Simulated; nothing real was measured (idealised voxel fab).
A process module follows: voxel self aligned vias.
The cross-section on display is named cut; it measures 220 nm wide, and its cells are 5 nm squares.
Heads up, the way a cross-section reads in here is a grid of square cells, handed over as bands from the top down, with every band being one or more rows of cells.
The band entry comprises the height of the band's top followed by the height of its bottom, expressed in nm, and subsequently the band's materials from left to right, each stated together with its width in nm. Where a single material is marked with the word "everywhere", that material fills the band from edge to edge. The word "empty" represents empty space.
Height is counted from the level 0, under which the received wafer is composed throughout of one material. The lowest of the bands is not closed at the bottom but continues downward, in the notation "0 -> down".
It should be noted that a width expressed as "30->40" varies in equal increments from row to row of cells within the band, taking the value of the first number at the top row and that of the second number at the bottom row.
Step marked "nothing altered"? Then no cell in the cross-section changed in it.
You'll see "Fully sealed cavities" listing empty spaces that have no way open to the top, as long as they're 8 cells or more; the notation is width x height at distance, where the distance is from the left edge, and all of it is in nm.
Heads up: the bit after the settings on a step's line is the simulator's remark on that step.
You can add "overlay nm" to a step's line. For a step with a mask, it describes how far the mask lay to the right of its planned position, and a negative number describes a lay to the left.

## Process steps foreseen in the plan
1: RECEIVE (material Si)
2: CONFORMAL_DEP (material SiO2; thk nm 15)
3: CONFORMAL_DEP (material SiCN; thk nm 5)
4: DIRECTIONAL_DEP (material lowk; thk nm 30)
5: DIRECTIONAL_DEP (material aC; thk nm 15)
6: PATTERN (tone open; mask id LINES; material resist; width nm 20; pitch nm 65; thk nm 35; overlay nm 0)
7: DIRECTIONAL_ETCH (etch materials aC; depth nm 15)
8: STRIP (etch materials resist)
9: DIRECTIONAL_ETCH (etch materials lowk; depth nm 30)
10: STRIP (etch materials aC)
11: CONFORMAL_DEP (material TiN; thk nm 5)
12: FILL_DEP (material W; thk nm 5)
13: CMP (height nm 50)
14: SELECTIVE_ETCH (etch materials W Ru TiN; depth nm 5)
15: FILL_DEP (material SiN; thk nm 5)
16: CMP (height nm 50)
17: DIRECTIONAL_DEP (material lowk; thk nm 15)
18: MASKED_ETCH (tone open; mask id VIAS; width nm 40; pitch nm 65; etch materials lowk; depth nm 15; overlay nm 0)
19: MASKED_ETCH (tone open; mask id VIAS; width nm 40; pitch nm 65; etch materials SiN; depth nm 5; overlay nm 0)
20: CONFORMAL_DEP (material TiN; thk nm 5)
21: FILL_DEP (material Cu; thk nm 5)
22: CMP (height nm 65)
23: CONFORMAL_DEP (material SiN; thk nm 5)

## First of two wafers, with the run carried out as planned

## As received (post step 1): cross-section
* 0 -> down = Si everywhere
* Fully sealed cavities: none

## Wafer after step 2 (cross-section)
* 15 -> 0 = SiO2 everywhere
* Below 0, no change.

## Wafer after step 3 (cross-section)
* 20 -> 15 = SiCN everywhere
* Below 15, no change.

## Wafer after step 4 (cross-section)
* 50 -> 20 = lowk everywhere
* Below 20, no change.

## Wafer after step 5 (cross-section)
* 65 -> 50 = aC everywhere
* Below 50, no change.

## Wafer after step 6 (cross-section)
* 100 -> 65 = 65 of resist, then 20 of empty, then 45 of resist, then 20 of empty, then 70 of resist
* Below 65, no change.

## Wafer after step 7 (cross-section)
* 85 -> 65 = 65 of resist, then 20 of empty, then 45 of resist, then 20 of empty, then 70 of resist
* 65 -> 50 = 65 of aC, then 20 of empty, then 45 of aC, then 20 of empty, then 70 of aC
* Below 50, no change.

## Wafer after step 8 (cross-section)
* 65 -> 50 = 65 of aC, then 20 of empty, then 45 of aC, then 20 of empty, then 70 of aC
* Below 50, no change.

## Wafer after step 9 (cross-section)
* 65 -> 50 = 65 of aC, then 20 of empty, then 45 of aC, then 20 of empty, then 70 of aC
* 50 -> 20 = 65 of lowk, then 20 of empty, then 45 of lowk, then 20 of empty, then 70 of lowk
* Below 20, no change.

## Wafer after step 10 (cross-section)
* 50 -> 20 = 65 of lowk, then 20 of empty, then 45 of lowk, then 20 of empty, then 70 of lowk
* Below 20, no change.

## Wafer after step 11 (cross-section)
* 55 -> 50 = 70 of TiN, then 10 of empty, then 55 of TiN, then 10 of empty, then 75 of TiN
* 50 -> 25 = 65 of lowk, then 5 of TiN, then 10 of empty, then 5 of TiN, then 45 of lowk, then 5 of TiN, then 10 of empty, then 5 of TiN, then 70 of lowk
* 25 -> 20 = 65 of lowk, then 20 of TiN, then 45 of lowk, then 20 of TiN, then 70 of lowk
* Below 20, no change.

## Wafer after step 12 (cross-section)
* 60 -> 55 = W everywhere
* 55 -> 50 = 70 of TiN, then 10 of W, then 55 of TiN, then 10 of W, then 75 of TiN
* 50 -> 25 = 65 of lowk, then 5 of TiN, then 10 of W, then 5 of TiN, then 45 of lowk, then 5 of TiN, then 10 of W, then 5 of TiN, then 70 of lowk
* Below 25, no change.

## Wafer after step 13 (cross-section)
* 50 -> 25 = 65 of lowk, then 5 of TiN, then 10 of W, then 5 of TiN, then 45 of lowk, then 5 of TiN, then 10 of W, then 5 of TiN, then 70 of lowk
* Below 25, no change.

## Wafer after step 14 (cross-section)
* 50 -> 45 = 65 of lowk, then 20 of empty, then 45 of lowk, then 20 of empty, then 70 of lowk
* Below 45, no change.

## Wafer after step 15 (cross-section)
* 55 -> 50 = SiN everywhere
* 50 -> 45 = 65 of lowk, then 20 of SiN, then 45 of lowk, then 20 of SiN, then 70 of lowk
* Below 45, no change.

## Wafer after step 16 (cross-section)
* 50 -> 45 = 65 of lowk, then 20 of SiN, then 45 of lowk, then 20 of SiN, then 70 of lowk
* Below 45, no change.

## Wafer after step 17 (cross-section)
* 65 -> 50 = lowk everywhere
* Below 50, no change.

## Wafer after step 18 (cross-section)
* 65 -> 50 = 55 of lowk, then 40 of empty, then 25 of lowk, then 40 of empty, then 60 of lowk
* Below 50, no change.

## Wafer after step 19 (cross-section)
* 65 -> 50 = 55 of lowk, then 40 of empty, then 25 of lowk, then 40 of empty, then 60 of lowk
* 50 -> 45 = 65 of lowk, then 20 of empty, then 45 of lowk, then 20 of empty, then 70 of lowk
* Below 45, no change.

## Wafer after step 20 (cross-section)
* 70 -> 65 = 60 of TiN, then 30 of empty, then 35 of TiN, then 30 of empty, then 65 of TiN
* 65 -> 55 = 55 of lowk, then 5 of TiN, then 30 of empty, then 5 of TiN, then 25 of lowk, then 5 of TiN, then 30 of empty, then 5 of TiN, then 60 of lowk
* 55 -> 50 = 55 of lowk, then 15 of TiN, then 10 of empty, then 15 of TiN, then 25 of lowk, then 15 of TiN, then 10 of empty, then 15 of TiN, then 60 of lowk
* 50 -> 45 = 65 of lowk, then 20 of TiN, then 45 of lowk, then 20 of TiN, then 70 of lowk
* Below 45, no change.

## Wafer after step 21 (cross-section)
* 75 -> 70 = Cu everywhere
* 70 -> 65 = 60 of TiN, then 30 of Cu, then 35 of TiN, then 30 of Cu, then 65 of TiN
* 65 -> 55 = 55 of lowk, then 5 of TiN, then 30 of Cu, then 5 of TiN, then 25 of lowk, then 5 of TiN, then 30 of Cu, then 5 of TiN, then 60 of lowk
* 55 -> 50 = 55 of lowk, then 15 of TiN, then 10 of Cu, then 15 of TiN, then 25 of lowk, then 15 of TiN, then 10 of Cu, then 15 of TiN, then 60 of lowk
* Below 50, no change.

## Wafer after step 22 (cross-section)
* 65 -> 55 = 55 of lowk, then 5 of TiN, then 30 of Cu, then 5 of TiN, then 25 of lowk, then 5 of TiN, then 30 of Cu, then 5 of TiN, then 60 of lowk
* Below 55, no change.

## Wafer after step 23 (cross-section)
* 70 -> 65 = SiN everywhere
* Below 65, no change.

## Second wafer, same starting conditions and recipe as the first, one mistake in executing it, nothing differs from the first up to and including step 17

## The second wafer cut through, at the time step 18 was supposed to be finished
* 65 -> 50 = 55 of lowk, then 40 of empty, then 25 of lowk, then 40 of empty, then 60 of lowk
* 50 -> 45 = 55 of lowk, then 10 of empty, then 20 of SiN, then 10 of empty, then 25 of lowk, then 10 of empty, then 20 of SiN, then 10 of empty, then 60 of lowk
* 45 -> 35 = 55 of lowk, then 10 of empty, then 5 of TiN, then 10 of W, then 5 of TiN, then 10 of empty, then 25 of lowk, then 10 of empty, then 5 of TiN, then 10 of W, then 5 of TiN, then 10 of empty, then 60 of lowk
* Below 35, no change.

## The second wafer cut through, at the time step 19 was supposed to be finished
* 65 -> 45 = 55 of lowk, then 40 of empty, then 25 of lowk, then 40 of empty, then 60 of lowk
* Below 45, no change.

## The second wafer cut through, at the time step 20 was supposed to be finished
* 70 -> 65 = 60 of TiN, then 30 of empty, then 35 of TiN, then 30 of empty, then 65 of TiN
* 65 -> 50 = 55 of lowk, then 5 of TiN, then 30 of empty, then 5 of TiN, then 25 of lowk, then 5 of TiN, then 30 of empty, then 5 of TiN, then 60 of lowk
* 50 -> 45 = 55 of lowk, then 40 of TiN, then 25 of lowk, then 40 of TiN, then 60 of lowk
* 45 -> 35 = 55 of lowk, then 15 of TiN, then 10 of W, then 15 of TiN, then 25 of lowk, then 15 of TiN, then 10 of W, then 15 of TiN, then 60 of lowk
* Below 35, no change.

## The second wafer cut through, at the time step 21 was supposed to be finished
* 75 -> 70 = Cu everywhere
* 70 -> 65 = 60 of TiN, then 30 of Cu, then 35 of TiN, then 30 of Cu, then 65 of TiN
* 65 -> 50 = 55 of lowk, then 5 of TiN, then 30 of Cu, then 5 of TiN, then 25 of lowk, then 5 of TiN, then 30 of Cu, then 5 of TiN, then 60 of lowk
* Below 50, no change.

## The second wafer cut through, at the time step 22 was supposed to be finished
* 65 -> 50 = 55 of lowk, then 5 of TiN, then 30 of Cu, then 5 of TiN, then 25 of lowk, then 5 of TiN, then 30 of Cu, then 5 of TiN, then 60 of lowk
* Below 50, no change.

## The second wafer cut through, at the time step 23 was supposed to be finished
* 70 -> 65 = SiN everywhere
* Below 65, no change.
Deviation from plan: heads up, step 18 of the plan got done twice
End check, counted in cells, second wafer has more or fewer of these materials than the first: 8 more of Cu; 16 more of TiN; 24 fewer of lowk
